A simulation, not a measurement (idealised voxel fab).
voxel transistor to metal: a process module
The width of the displayed cross-section, cut, is 160 nm; its cells are square, with a size of 5 nm.
A cross-section in this document is a grid of square cells, and it is written down as bands, the top band listed before the ones below it; a band is made up of one or more rows of cells. Band: top height; bottom height; in nm. Then, left to right: material with width in nm, for each material. "all across": a single material spanning edge to edge. "empty": empty space. Basically, 0 is our baseline, since under it the wafer straight out of the box is all one material. The bottom band has no lower end and keeps on going down, so it looks like "top 0, no bottom". When a width is written as two numbers, as in "30->40", the first number is the width in the top row of cells of the band and the second is the width in its bottom row, and the width changes by the same amount from each row to the next. The cross-section has no changed cell in any step marked "nothing was modified". Enclosed voids (no open way to top), threshold 8 cells or more, entry "Closed void register", notation width x height at distance, distance from left edge, nm. Anything after a step's settings on that line? It's the simulator's own note about the step. Each step line may optionally specify "overlay nm", which for a step with a mask gives the rightward distance between the mask's planned place and where it lay, a negative value indicating the leftward direction.
-- Intended process steps
- 1: RECEIVE | material Si
- 2: CONFORMAL_DEP | material SiO2 | thk nm 5
- 3: CONFORMAL_DEP | material SiN | thk nm 10
- 4: MASKED_ETCH | tone cover | mask id ACTIVE | width nm 115 | etch materials SiN | depth nm 10 | overlay nm 0
- 5: MASKED_ETCH | tone cover | mask id ACTIVE | width nm 115 | etch materials SiO2 | depth nm 5 | overlay nm 0
- 6: MASKED_ETCH | tone cover | mask id ACTIVE | width nm 115 | etch materials Si | depth nm 30 | overlay nm 0
- 7: OXIDIZE | depth nm 5
- 8: FILL_DEP | material SiO2 | thk nm 15
- 9: CMP | height nm 15
- 10: SELECTIVE_ETCH | etch materials SiO2 | depth nm 10
- 11: STRIP | etch materials SiN
- 12: SELECTIVE_ETCH | etch materials SiO2 | depth nm 5
- 13: OXIDIZE | depth nm 5
- 14: DIRECTIONAL_DEP | material polySi | thk nm 25
- 15: DIRECTIONAL_DEP | material SiCN | thk nm 10
- 16: PATTERN | tone cover | mask id GATE | material resist | width nm 25 | thk nm 20 | overlay nm 0
- 17: DIRECTIONAL_ETCH | etch materials SiCN | depth nm 20
- 18: DIRECTIONAL_ETCH | etch materials polySi | depth nm 35
- 19: STRIP | etch materials resist
- 20: CONFORMAL_DEP | material SiO2 | thk nm 5
- 21: DIRECTIONAL_ETCH | etch materials SiO2 | depth nm 5
- 22: CONFORMAL_DEP | material SiN | thk nm 5
- 23: DIRECTIONAL_ETCH | etch materials SiN | depth nm 5
- 24: DIRECTIONAL_ETCH | etch materials SiO2 | depth nm 5
- 25: EPI | material pSi | thk nm 5
- 26: FILL_DEP | material SiO2 | thk nm 10
- 27: CMP | height nm 35
- 28: DIRECTIONAL_DEP | material SiO2 | thk nm 10
- 29: MASKED_ETCH | tone open | mask id CONTACT | width nm 35 | pitch nm 70 | etch materials SiO2 | depth nm 45 | overlay nm 0
- 30: CONFORMAL_DEP | material TiN | thk nm 5
- 31: FILL_DEP | material Ru | thk nm 10
- 32: CMP | height nm 45
- 33: CONFORMAL_DEP | material SiN | thk nm 5
- 34: DIRECTIONAL_DEP | material lowk | thk nm 20
- 35: PATTERN | tone open | mask id METAL_1 | material resist | width nm 20 | pitch nm 85 | thk nm 20 | overlay nm 0
- 36: DIRECTIONAL_ETCH | etch materials lowk | depth nm 20
- 37: DIRECTIONAL_ETCH | etch materials SiN | depth nm 5
- 38: STRIP | etch materials resist
- 39: CONFORMAL_DEP | material TiN | thk nm 5
- 40: FILL_DEP | material W | thk nm 5
- 41: CMP | height nm 70
- 42: EPI | material Ru | thk nm 5
- 43: FILL_DEP | material SiCN | thk nm 5
-- Cross-sectional view of the wafer in its as-received condition, corresponding to the state after step 1
> top 0, no bottom | Si all across
> Closed void register: none
-- End state of the module in cross-section, given the above starting point and plan and one mistake in execution
> top 80, bottom 75 | SiCN all across
> top 75, bottom 70 | 20 of SiCN / 30 of Ru / 55 of SiCN / 30 of Ru / 25 of SiCN
> top 70, bottom 50 | 25 of lowk / 5 of TiN / 10 of W / 5 of TiN / 65 of lowk / 5 of TiN / 10 of W / 5 of TiN / 30 of lowk
> top 50, bottom 45 | 25 of SiN / 20 of TiN / 65 of SiN / 20 of TiN / 30 of SiN
> top 45, bottom 35 | 25 of SiO2 / 5 of TiN / 25->15 of Ru / 5->15 of TiN / 35 of SiO2 / 5 of TiN / 25 of Ru / 5 of TiN / 30 of SiO2
> top 35, bottom 25 | 25 of SiO2 / 5 of TiN / 15 of Ru / 5 of TiN / 5 of SiN / 5 of TiN / 25 of SiCN / 5 of SiO2 / 5 of SiN / 5 of TiN / 25 of Ru / 5 of TiN / 30 of SiO2
> top 25, bottom 5 | 25 of SiO2 / 5 of TiN / 15 of Ru / 5 of TiN / 5 of SiN / 5 of TiN / 25 of polySi / 5 of SiO2 / 5 of SiN / 5 of TiN / 25 of Ru / 5 of TiN / 30 of SiO2
> top 5, bottom 0 | 25 of SiO2 / 25 of TiN / 5 of SiN / 5 of TiN / 25 of polySi / 5 of SiO2 / 5 of SiN / 35 of TiN / 30 of SiO2
> top 0, bottom -5 | 20 of SiO2 / 30 of pSi / 45 of SiO2 / 40 of pSi / 25 of SiO2
> top -5, bottom -35 | 25 of SiO2 / 105 of Si / 30 of SiO2
> top -35, no bottom | Si all across
> Closed void register: none
Nonconformance to the process plan: so step 16 ended up running with a different setting than we planned, it ran as PATTERN | tone cover | mask id GATE | material resist | width nm 25 | thk nm 20 | overlay nm -5
